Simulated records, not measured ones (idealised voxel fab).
The process module presented herein is designated voxel quadruple lines.
Square cell edge 5 nm, section width 290 nm, ID cut.
For the purposes of this document, a cross-section shall be understood as a grid of square cells, specified as bands listed in top-to-bottom order, each band consisting of one or more rows of cells. A band entry consists of two parts. The first gives the height of the band's top and the height of its bottom, in nm. The rest lists the band's materials from left to right, each with its width in nm. A single material labelled with the word "full width" fills the band from edge to edge, and the word "empty" marks empty space. Beneath 0, the wafer as received is one material, and that level is where height counting begins. The lowest band goes on downward without a bottom; it is written like "0 nm and below". Note: "30->40" means the width goes from the first number (top row of the band) to the second number (bottom row) in equal steps per row of cells. You'll sometimes find "same as before" written for a step, and that's the way of saying that nowhere in the cross-section did a cell change during that step. Closed empty spaces (no open way to the top) of 8 cells or more are what "Sealed voids" lists, each as width x height at distance from the left edge, nm for all three. Formally, on a step line, whatever follows the settings is a remark that the simulator itself makes on the step. overlay nm: step with mask; distance mask lay right of planned place; negative value = left of planned place.
# Set out below are the planned steps of the process
1: op RECEIVE | material Si
2: op CONFORMAL_DEP | material SiO2 | thk nm 10
3: op DIRECTIONAL_DEP | material TiN | thk nm 15
4: op DIRECTIONAL_DEP | material polySi | thk nm 20
5: op DIRECTIONAL_DEP | material aC | thk nm 20
6: op PATTERN | tone cover | mask id MANDREL | material resist | width nm 35 | thk nm 25 | overlay nm 0
7: op DIRECTIONAL_ETCH | etch materials aC | depth nm 20
8: op STRIP | etch materials resist
9: op CONFORMAL_DEP | material SiO2 | thk nm 15
10: op DIRECTIONAL_ETCH | etch materials SiO2 | depth nm 15
11: op STRIP | etch materials aC
12: op DIRECTIONAL_ETCH | etch materials polySi | depth nm 20
13: op STRIP | etch materials SiO2
14: op CONFORMAL_DEP | material SiN | thk nm 10
15: op DIRECTIONAL_ETCH | etch materials SiN | depth nm 10
16: op STRIP | etch materials polySi
17: op DIRECTIONAL_ETCH | etch materials TiN | depth nm 15
18: op STRIP | etch materials SiN
19: op FILL_DEP | material lowk | thk nm 10
20: op CMP | height nm 25
# As received (post step 1): cross-section
0 nm and below = Si full width
Sealed voids: none
# Cross-section: first of two wafers, module finished, run according to plan
25 nm to 10 nm = lowk (100), TiN (10), lowk (15), TiN (10), lowk (15), TiN (10), lowk (15), TiN (10), lowk (105)
10 nm to 0 nm = SiO2 full width
0 nm and below = Si full width
Sealed voids: none
# This is the second of the two wafers, cross-sectioned at the end of the module; it started exactly like the first and was given the same plan, but it was run with one mistake
25 nm to 10 nm = aC full width
10 nm to 0 nm = SiO2 full width
0 nm and below = Si full width
Sealed voids: none
Misprocessing identified: planned and actual differ for step 3; actual: op DIRECTIONAL_DEP | material aC | thk nm 15
Heads up, by the end the second wafer has more or fewer cells of some materials compared to the first: 24 fewer of TiN, 174 more of aC, 150 fewer of lowk
